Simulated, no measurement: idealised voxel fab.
The document below concerns the process module designated voxel capacitor over wiring.
In the cross-section labelled cut, the width is 225 nm and each square cell is 5 nm.
For the purposes of this document, a cross-section shall be understood as a grid of square cells, specified as bands listed in top-to-bottom order, each band consisting of one or more rows of cells. In this notation a band is specified by the heights of its top and bottom, in that order and in nm, after which its materials appear from left to right, each paired with its width in nm. The word "everywhere" attached to a single material means that material fills the band from edge to edge; the word "empty" stands for empty space. For the purposes of this specification, 0 denotes the height below which the wafer in its as-received condition is composed wholly of one material, and the lowermost band, lacking a lower limit, extends downward without end, as expressed in "0 and below". When a width is written as two numbers, as in "30->40", the first number is the width in the top row of cells of the band and the second is the width in its bottom row, and the width changes by the same amount from each row to the next. "nothing altered", as given for a step, is the statement that not any cell of the cross-section underwent a change during that step. "Internal closed voids" specifies each empty space that is not open to the top and that occupies no fewer than 8 cells, using the form width x height at distance, the distance measured from the left edge and all three quantities in nm. Where a step's line continues beyond its settings, the continuation is a remark by the simulator itself on that step. "overlay nm", when on a step's line for a step with a mask, measures how far to the right of its planned place the mask lay; a negative measure means to the left.

[The following list gives the planned process steps]
1,RECEIVE with material Si
2,CONFORMAL_DEP with material SiO2, thk nm 15
3,CONFORMAL_DEP with material SiCN, thk nm 5
4,DIRECTIONAL_DEP with material SiO2, thk nm 20
5,MASKED_ETCH with tone open, mask id METAL_1, width nm 30, pitch nm 90, etch materials SiO2, depth nm 20, overlay nm 0
6,MASKED_ETCH with tone open, mask id METAL_1, width nm 30, pitch nm 90, etch materials SiCN, depth nm 5, overlay nm 0
7,CONFORMAL_DEP with material TiN, thk nm 5
8,FILL_DEP with material Cu, thk nm 10
9,CMP with height nm 40
10,CONFORMAL_DEP with material SiCN, thk nm 5
11,DIRECTIONAL_DEP with material lowk, thk nm 15
12,DIRECTIONAL_DEP with material aC, thk nm 10
13,PATTERN with tone open, mask id PLUG_1, material resist, width nm 15, thk nm 30, overlay nm 0
14,DIRECTIONAL_ETCH with etch materials aC, depth nm 10
15,STRIP with etch materials resist
16,DIRECTIONAL_ETCH with etch materials lowk, depth nm 15
17,DIRECTIONAL_ETCH with etch materials SiCN, depth nm 5
18,STRIP with etch materials aC
19,CONFORMAL_DEP with material TiN, thk nm 5
20,FILL_DEP with material Ru, thk nm 5
21,CMP with height nm 60
22,DIRECTIONAL_DEP with material TiN, thk nm 5
23,DIRECTIONAL_DEP with material SiN, thk nm 5
24,DIRECTIONAL_DEP with material TiN, thk nm 5
25,DIRECTIONAL_DEP with material aC, thk nm 10
26,PATTERN with tone cover, mask id UPPER_PLATE, material resist, width nm 65, thk nm 25, overlay nm 0
27,DIRECTIONAL_ETCH with etch materials aC, depth nm 10
28,STRIP with etch materials resist
29,DIRECTIONAL_ETCH with etch materials TiN, depth nm 5
30,DIRECTIONAL_ETCH with etch materials SiN, depth nm 5
31,STRIP with etch materials aC
32,MASKED_ETCH with tone cover, mask id LOWER_PLATE, width nm 75, etch materials TiN, depth nm 5, overlay nm 0
33,FILL_DEP with material SiO2, thk nm 20
34,CMP with height nm 90
35,PATTERN with tone open, mask id PLUG_2, material resist, width nm 15, thk nm 20, overlay nm 0
36,DIRECTIONAL_ETCH with etch materials SiO2, depth nm 15
37,STRIP with etch materials resist
38,CONFORMAL_DEP with material TiN, thk nm 5
39,FILL_DEP with material Ru, thk nm 5
40,CMP with height nm 90
41,CONFORMAL_DEP with material SiCN, thk nm 5

[Concerning the first of two wafers, which was run in accordance with the plan]

[Wafer as received: cross-section following step 1]
- 0 and below = Si everywhere
- Internal closed voids: none

[After step 2: wafer cross-section]
- 15 down to 0 = SiO2 everywhere
- At heights below 0, the structure remains unaltered.

[After step 3: wafer cross-section]
- 20 down to 15 = SiCN everywhere
- At heights below 15, the structure remains unaltered.

[After step 4: wafer cross-section]
- 40 down to 20 = SiO2 everywhere
- At heights below 20, the structure remains unaltered.

[After step 5: wafer cross-section]
- 40 down to 20 = 50 of SiO2  30 of empty  60 of SiO2  30 of empty  55 of SiO2
- At heights below 20, the structure remains unaltered.

[After step 6: wafer cross-section]
- 40 down to 20 = 50 of SiO2  30 of empty  60 of SiO2  30 of empty  55 of SiO2
- 20 down to 15 = 50 of SiCN  30 of empty  60 of SiCN  30 of empty  55 of SiCN
- At heights below 15, the structure remains unaltered.

[After step 7: wafer cross-section]
- 45 down to 40 = 55 of TiN  20 of empty  70 of TiN  20 of empty  60 of TiN
- 40 down to 20 = 50 of SiO2  5 of TiN  20 of empty  5 of TiN  60 of SiO2  5 of TiN  20 of empty  5 of TiN  55 of SiO2
- 20 down to 15 = 50 of SiCN  30 of TiN  60 of SiCN  30 of TiN  55 of SiCN
- At heights below 15, the structure remains unaltered.

[After step 8: wafer cross-section]
- 55 down to 45 = Cu everywhere
- 45 down to 40 = 55 of TiN  20 of Cu  70 of TiN  20 of Cu  60 of TiN
- 40 down to 20 = 50 of SiO2  5 of TiN  20 of Cu  5 of TiN  60 of SiO2  5 of TiN  20 of Cu  5 of TiN  55 of SiO2
- At heights below 20, the structure remains unaltered.

[After step 9: wafer cross-section]
- 40 down to 20 = 50 of SiO2  5 of TiN  20 of Cu  5 of TiN  60 of SiO2  5 of TiN  20 of Cu  5 of TiN  55 of SiO2
- At heights below 20, the structure remains unaltered.

[After step 10: wafer cross-section]
- 45 down to 40 = SiCN everywhere
- At heights below 40, the structure remains unaltered.

[After step 11: wafer cross-section]
- 60 down to 45 = lowk everywhere
- At heights below 45, the structure remains unaltered.

[After step 12: wafer cross-section]
- 70 down to 60 = aC everywhere
- At heights below 60, the structure remains unaltered.

[After step 13: wafer cross-section]
- 100 down to 70 = 65 of resist  15 of empty  145 of resist
- At heights below 70, the structure remains unaltered.

[After step 14: wafer cross-section]
- 90 down to 70 = 65 of resist  15 of empty  145 of resist
- 70 down to 60 = 65 of aC  15 of empty  145 of aC
- At heights below 60, the structure remains unaltered.

[After step 15: wafer cross-section]
- 70 down to 60 = 65 of aC  15 of empty  145 of aC
- At heights below 60, the structure remains unaltered.

[After step 16: wafer cross-section]
- 70 down to 60 = 65 of aC  15 of empty  145 of aC
- 60 down to 45 = 65 of lowk  15 of empty  145 of lowk
- At heights below 45, the structure remains unaltered.

[After step 17: wafer cross-section]
- 70 down to 60 = 65 of aC  15 of empty  145 of aC
- 60 down to 45 = 65 of lowk  15 of empty  145 of lowk
- 45 down to 40 = 65 of SiCN  15 of empty  145 of SiCN
- At heights below 40, the structure remains unaltered.

[After step 18: wafer cross-section]
- 60 down to 45 = 65 of lowk  15 of empty  145 of lowk
- At heights below 45, the structure remains unaltered.

[After step 19: wafer cross-section]
- 65 down to 60 = 70 of TiN  5 of empty  150 of TiN
- 60 down to 45 = 65 of lowk  5 of TiN  5 of empty  5 of TiN  145 of lowk
- 45 down to 40 = 65 of SiCN  15 of TiN  145 of SiCN
- At heights below 40, the structure remains unaltered.

[After step 20: wafer cross-section]
- 70 down to 65 = Ru everywhere
- 65 down to 60 = 70 of TiN  5 of Ru  150 of TiN
- 60 down to 45 = 65 of lowk  5 of TiN  5 of Ru  5 of TiN  145 of lowk
- At heights below 45, the structure remains unaltered.

[After step 21: wafer cross-section]
- 60 down to 45 = 65 of lowk  5 of TiN  5 of Ru  5 of TiN  145 of lowk
- At heights below 45, the structure remains unaltered.

[After step 22: wafer cross-section]
- 65 down to 60 = TiN everywhere
- At heights below 60, the structure remains unaltered.

[After step 23: wafer cross-section]
- 70 down to 65 = SiN everywhere
- At heights below 65, the structure remains unaltered.

[After step 24: wafer cross-section]
- 75 down to 70 = TiN everywhere
- At heights below 70, the structure remains unaltered.

[After step 25: wafer cross-section]
- 85 down to 75 = aC everywhere
- At heights below 75, the structure remains unaltered.

[After step 26: wafer cross-section]
- 110 down to 85 = 65 of empty  65 of resist  95 of empty
- At heights below 85, the structure remains unaltered.

[After step 27: wafer cross-section]
- 100 down to 85 = 65 of empty  65 of resist  95 of empty
- 85 down to 75 = 65 of empty  65 of aC  95 of empty
- At heights below 75, the structure remains unaltered.

[After step 28: wafer cross-section]
- 85 down to 75 = 65 of empty  65 of aC  95 of empty
- At heights below 75, the structure remains unaltered.

[After step 29: wafer cross-section]
- 85 down to 75 = 65 of empty  65 of aC  95 of empty
- 75 down to 70 = 65 of empty  65 of TiN  95 of empty
- At heights below 70, the structure remains unaltered.

[After step 30: wafer cross-section]
- 85 down to 75 = 65 of empty  65 of aC  95 of empty
- 75 down to 70 = 65 of empty  65 of TiN  95 of empty
- 70 down to 65 = 65 of empty  65 of SiN  95 of empty
- At heights below 65, the structure remains unaltered.

[After step 31: wafer cross-section]
- 75 down to 70 = 65 of empty  65 of TiN  95 of empty
- At heights below 70, the structure remains unaltered.

[After step 32: wafer cross-section]
- 75 down to 70 = 65 of empty  65 of TiN  95 of empty
- 70 down to 65 = 65 of empty  65 of SiN  95 of empty
- 65 down to 60 = 60 of empty  75 of TiN  90 of empty
- At heights below 60, the structure remains unaltered.

[After step 33: wafer cross-section]
- 95 down to 75 = SiO2 everywhere
- 75 down to 70 = 65 of SiO2  65 of TiN  95 of SiO2
- 70 down to 65 = 65 of SiO2  65 of SiN  95 of SiO2
- 65 down to 60 = 60 of SiO2  75 of TiN  90 of SiO2
- At heights below 60, the structure remains unaltered.

[After step 34: wafer cross-section]
- 90 down to 75 = SiO2 everywhere
- At heights below 75, the structure remains unaltered.

[After step 35: wafer cross-section]
- 110 down to 90 = 75 of resist  15 of empty  135 of resist
- At heights below 90, the structure remains unaltered.

[After step 36: wafer cross-section]
- 110 down to 90 = 75 of resist  15 of empty  135 of resist
- 90 down to 75 = 75 of SiO2  15 of empty  135 of SiO2
- At heights below 75, the structure remains unaltered.

[After step 37: wafer cross-section]
- 90 down to 75 = 75 of SiO2  15 of empty  135 of SiO2
- At heights below 75, the structure remains unaltered.

[After step 38: wafer cross-section]
- 95 down to 90 = 80 of TiN  5 of empty  140 of TiN
- 90 down to 80 = 75 of SiO2  5 of TiN  5 of empty  5 of TiN  135 of SiO2
- 80 down to 70 = 75->65 of SiO2  15->65 of TiN  135->95 of SiO2
- At heights below 70, the structure remains unaltered.

[After step 39: wafer cross-section]
- 100 down to 95 = Ru everywhere
- 95 down to 90 = 80 of TiN  5 of Ru  140 of TiN
- 90 down to 80 = 75 of SiO2  5 of TiN  5 of Ru  5 of TiN  135 of SiO2
- At heights below 80, the structure remains unaltered.

[After step 40: wafer cross-section]
- 90 down to 80 = 75 of SiO2  5 of TiN  5 of Ru  5 of TiN  135 of SiO2
- At heights below 80, the structure remains unaltered.

[After step 41: wafer cross-section]
- 95 down to 90 = SiCN everywhere
- At heights below 90, the structure remains unaltered.

[For the second wafer, take the first wafer's start and plan, then add one mistake made in running it; everything through step 9, that step included, is shared with the first]

[At the planned end of step 10, the second wafer in cross-section]
- 55 down to 40 = lowk everywhere
- At heights below 40, the structure remains unaltered.

[At the planned end of step 11, the second wafer in cross-section]
- 60 down to 55 = SiCN everywhere
- At heights below 55, the structure remains unaltered.

[At the planned end of step 12, the second wafer in cross-section]
- 70 down to 60 = aC everywhere
- At heights below 60, the structure remains unaltered.

[At the planned end of step 13, the second wafer in cross-section]
- 100 down to 70 = 65 of resist  15 of empty  145 of resist
- At heights below 70, the structure remains unaltered.

[At the planned end of step 14, the second wafer in cross-section]
- 90 down to 70 = 65 of resist  15 of empty  145 of resist
- 70 down to 60 = 65 of aC  15 of empty  145 of aC
- At heights below 60, the structure remains unaltered.

[At the planned end of step 15, the second wafer in cross-section]
- 70 down to 60 = 65 of aC  15 of empty  145 of aC
- At heights below 60, the structure remains unaltered.

At the planned end of step 16, the second wafer in cross-section: nothing altered

[At the planned end of step 17, the second wafer in cross-section]
- 70 down to 60 = 65 of aC  15 of empty  145 of aC
- 60 down to 55 = 65 of SiCN  15 of empty  145 of SiCN
- At heights below 55, the structure remains unaltered.

[At the planned end of step 18, the second wafer in cross-section]
- 60 down to 55 = 65 of SiCN  15 of empty  145 of SiCN
- At heights below 55, the structure remains unaltered.

[At the planned end of step 19, the second wafer in cross-section]
- 65 down to 60 = 70 of TiN  5 of empty  150 of TiN
- 60 down to 55 = 65 of SiCN  15 of TiN  145 of SiCN
- At heights below 55, the structure remains unaltered.

[At the planned end of step 20, the second wafer in cross-section]
- 70 down to 65 = Ru everywhere
- 65 down to 60 = 70 of TiN  5 of Ru  150 of TiN
- At heights below 60, the structure remains unaltered.

[At the planned end of step 21, the second wafer in cross-section]
- 60 down to 55 = 65 of SiCN  15 of TiN  145 of SiCN
- At heights below 55, the structure remains unaltered.

[At the planned end of step 22, the second wafer in cross-section]
- 65 down to 60 = TiN everywhere
- At heights below 60, the structure remains unaltered.

[At the planned end of step 23, the second wafer in cross-section]
- 70 down to 65 = SiN everywhere
- At heights below 65, the structure remains unaltered.

[At the planned end of step 24, the second wafer in cross-section]
- 75 down to 70 = TiN everywhere
- At heights below 70, the structure remains unaltered.

[At the planned end of step 25, the second wafer in cross-section]
- 85 down to 75 = aC everywhere
- At heights below 75, the structure remains unaltered.

[At the planned end of step 26, the second wafer in cross-section]
- 110 down to 85 = 65 of empty  65 of resist  95 of empty
- At heights below 85, the structure remains unaltered.

[At the planned end of step 27, the second wafer in cross-section]
- 100 down to 85 = 65 of empty  65 of resist  95 of empty
- 85 down to 75 = 65 of empty  65 of aC  95 of empty
- At heights below 75, the structure remains unaltered.

[At the planned end of step 28, the second wafer in cross-section]
- 85 down to 75 = 65 of empty  65 of aC  95 of empty
- At heights below 75, the structure remains unaltered.

[At the planned end of step 29, the second wafer in cross-section]
- 85 down to 75 = 65 of empty  65 of aC  95 of empty
- 75 down to 70 = 65 of empty  65 of TiN  95 of empty
- At heights below 70, the structure remains unaltered.

[At the planned end of step 30, the second wafer in cross-section]
- 85 down to 75 = 65 of empty  65 of aC  95 of empty
- 75 down to 70 = 65 of empty  65 of TiN  95 of empty
- 70 down to 65 = 65 of empty  65 of SiN  95 of empty
- At heights below 65, the structure remains unaltered.

[At the planned end of step 31, the second wafer in cross-section]
- 75 down to 70 = 65 of empty  65 of TiN  95 of empty
- At heights below 70, the structure remains unaltered.

[At the planned end of step 32, the second wafer in cross-section]
- 75 down to 70 = 65 of empty  65 of TiN  95 of empty
- 70 down to 65 = 65 of empty  65 of SiN  95 of empty
- 65 down to 60 = 60 of empty  75 of TiN  90 of empty
- At heights below 60, the structure remains unaltered.

[At the planned end of step 33, the second wafer in cross-section]
- 95 down to 75 = SiO2 everywhere
- 75 down to 70 = 65 of SiO2  65 of TiN  95 of SiO2
- 70 down to 65 = 65 of SiO2  65 of SiN  95 of SiO2
- 65 down to 60 = 60 of SiO2  75 of TiN  90 of SiO2
- At heights below 60, the structure remains unaltered.

[At the planned end of step 34, the second wafer in cross-section]
- 90 down to 75 = SiO2 everywhere
- At heights below 75, the structure remains unaltered.

[At the planned end of step 35, the second wafer in cross-section]
- 110 down to 90 = 75 of resist  15 of empty  135 of resist
- At heights below 90, the structure remains unaltered.

[At the planned end of step 36, the second wafer in cross-section]
- 110 down to 90 = 75 of resist  15 of empty  135 of resist
- 90 down to 75 = 75 of SiO2  15 of empty  135 of SiO2
- At heights below 75, the structure remains unaltered.

[At the planned end of step 37, the second wafer in cross-section]
- 90 down to 75 = 75 of SiO2  15 of empty  135 of SiO2
- At heights below 75, the structure remains unaltered.

[At the planned end of step 38, the second wafer in cross-section]
- 95 down to 90 = 80 of TiN  5 of empty  140 of TiN
- 90 down to 80 = 75 of SiO2  5 of TiN  5 of empty  5 of TiN  135 of SiO2
- 80 down to 70 = 75->65 of SiO2  15->65 of TiN  135->95 of SiO2
- At heights below 70, the structure remains unaltered.

[At the planned end of step 39, the second wafer in cross-section]
- 100 down to 95 = Ru everywhere
- 95 down to 90 = 80 of TiN  5 of Ru  140 of TiN
- 90 down to 80 = 75 of SiO2  5 of TiN  5 of Ru  5 of TiN  135 of SiO2
- At heights below 80, the structure remains unaltered.

[At the planned end of step 40, the second wafer in cross-section]
- 90 down to 80 = 75 of SiO2  5 of TiN  5 of Ru  5 of TiN  135 of SiO2
- At heights below 80, the structure remains unaltered.

[At the planned end of step 41, the second wafer in cross-section]
- 95 down to 90 = SiCN everywhere
- At heights below 90, the structure remains unaltered.
Want to know what went wrong? the executed order of steps 10 and 11 is the reverse of that specified in the plan, each step having taken the other's position
Final cells, second wafer relative to first, materials higher or lower: 3 fewer of Ru, 6 fewer of TiN, 9 more of lowk
